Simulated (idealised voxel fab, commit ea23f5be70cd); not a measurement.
process module | voxel capacitor over wiring
cross-section cut | 295 nm wide | cells 5 nm
A cross-section is a grid of square cells, given in bands from the top down. A band is one or more rows of cells.
Each band's line starts with the height of the band's top and of its bottom, in nm. Then come its materials from left to right, each with its width in nm. One material with "throughout" fills the band from edge to edge. "air" is empty space.
Height 0 is the level under which the wafer as received is all one material. The lowest band goes on downwards, as in "0 down".
A width such as "30 to 40" changes by the same amount from each row of cells to the next, from the band's top row to its bottom row.
"no change" after a step means that no cell of the cross-section changed.
closed voids: empty space of 8 cells or more with no open way to the top, each as width x height at its distance from the left edge, in nm
after a step's settings: what the simulator itself notes on the step
overlay nm, on a step with a mask: how far to the right of its planned place the mask lay; to the left if negative
plan
1 op RECEIVE | material Si
2 op CONFORMAL_DEP | material SiO2 | thk nm 15
3 op CONFORMAL_DEP | material SiCN | thk nm 5
4 op DIRECTIONAL_DEP | material lowk | thk nm 15
5 op DIRECTIONAL_DEP | material aC | thk nm 10
6 op PATTERN | tone open | mask id METAL_1 | material resist | width nm 20 | pitch nm 85 | thk nm 30 | overlay nm 0
7 op DIRECTIONAL_ETCH | etch materials aC | depth nm 10
8 op STRIP | etch materials resist
9 op DIRECTIONAL_ETCH | etch materials lowk | depth nm 15
10 op DIRECTIONAL_ETCH | etch materials SiCN | depth nm 5
11 op STRIP | etch materials aC
12 op CONFORMAL_DEP | material TiN | thk nm 5
13 op FILL_DEP | material Cu | thk nm 10
14 op CMP | height nm 35
15 op CONFORMAL_DEP | material SiCN | thk nm 5
16 op DIRECTIONAL_DEP | material SiO2 | thk nm 20
17 op PATTERN | tone open | mask id PLUG_1 | material resist | width nm 15 | thk nm 20 | overlay nm 0
18 op DIRECTIONAL_ETCH | etch materials SiO2 | depth nm 20
19 op DIRECTIONAL_ETCH | etch materials SiCN | depth nm 5
20 op STRIP | etch materials resist
21 op EPI | material Ru | thk nm 10
22 op EPI | material Ru | thk nm 10
23 op EPI | material Ru | thk nm 5
24 op DIRECTIONAL_DEP | material TiN | thk nm 5
25 op DIRECTIONAL_DEP | material HfO2 | thk nm 5
26 op DIRECTIONAL_DEP | material TiN | thk nm 5
27 op DIRECTIONAL_DEP | material aC | thk nm 15
28 op PATTERN | tone cover | mask id UPPER_PLATE | material resist | width nm 70 | thk nm 35 | overlay nm 0
29 op DIRECTIONAL_ETCH | etch materials aC | depth nm 15
30 op STRIP | etch materials resist
31 op DIRECTIONAL_ETCH | etch materials TiN | depth nm 5
32 op DIRECTIONAL_ETCH | etch materials HfO2 | depth nm 5
33 op STRIP | etch materials aC
34 op DIRECTIONAL_DEP | material aC | thk nm 15
35 op PATTERN | tone cover | mask id LOWER_PLATE | material resist | width nm 80 | thk nm 35 | overlay nm 0
36 op DIRECTIONAL_ETCH | etch materials aC | depth nm 15
37 op STRIP | etch materials resist
38 op DIRECTIONAL_ETCH | etch materials TiN | depth nm 5
39 op STRIP | etch materials aC
40 op FILL_DEP | material SiO2 | thk nm 20
41 op CMP | height nm 90
42 op DIRECTIONAL_DEP | material aC | thk nm 15
43 op PATTERN | tone open | mask id PLUG_2 | material resist | width nm 15 | thk nm 35 | overlay nm 0
44 op DIRECTIONAL_ETCH | etch materials aC | depth nm 15
45 op STRIP | etch materials resist
46 op DIRECTIONAL_ETCH | etch materials SiO2 | depth nm 15
47 op STRIP | etch materials aC
48 op CONFORMAL_DEP | material TiN | thk nm 5
49 op FILL_DEP | material Cu | thk nm 10
50 op CMP | height nm 90
51 op CONFORMAL_DEP | material SiCN | thk nm 5
as received, after step 1
  0 down: Si throughout
  closed voids: none
a wafer at the end: this start, this plan, one mistake
  95 to 90: SiCN throughout
  90 to 80: SiO2 110 | TiN 5 | Cu 5 | TiN 5 | SiO2 170
  80 to 75: SiO2 110 | TiN 15 | SiO2 170
  75 to 70: SiO2 100 | TiN 15 | SiO2 40 | TiN 15 | SiO2 125
  70 to 65: SiO2 100 | HfO2 15 | SiO2 40 | HfO2 15 | SiO2 125
  65 to 60: SiO2 95 | TiN 20 | SiO2 40 | TiN 20 | SiO2 120
  60 to 50: SiO2 70 | Ru 30 | SiO2 55 | Ru 70 | SiO2 70
  50 to 45: SiO2 70 | Ru 30 | SiO2 15 | TiN 40 | Ru 70 | SiO2 70
  45 to 40: SiO2 70 | Ru 30 | SiO2 15 | HfO2 40 | Ru 70 | SiO2 70
  40 to 35: SiO2 70 | Ru 30 | SiCN 15 | TiN 40 | Ru 70 | SiO2 70
  35 to 20: lowk 95 | TiN 5 | Cu 10 | TiN 5 | lowk 65 | TiN 5 | Cu 10 | TiN 5 | lowk 95
  20 to 15: SiCN 95 | TiN 20 | SiCN 65 | TiN 20 | SiCN 95
  15 to 0: SiO2 throughout
  0 down: Si throughout
  closed voids: none
what went wrong: step 17 ran as: op PATTERN | tone cover | mask id PLUG_1 | material resist | width nm 15 | thk nm 20 | overlay nm 0
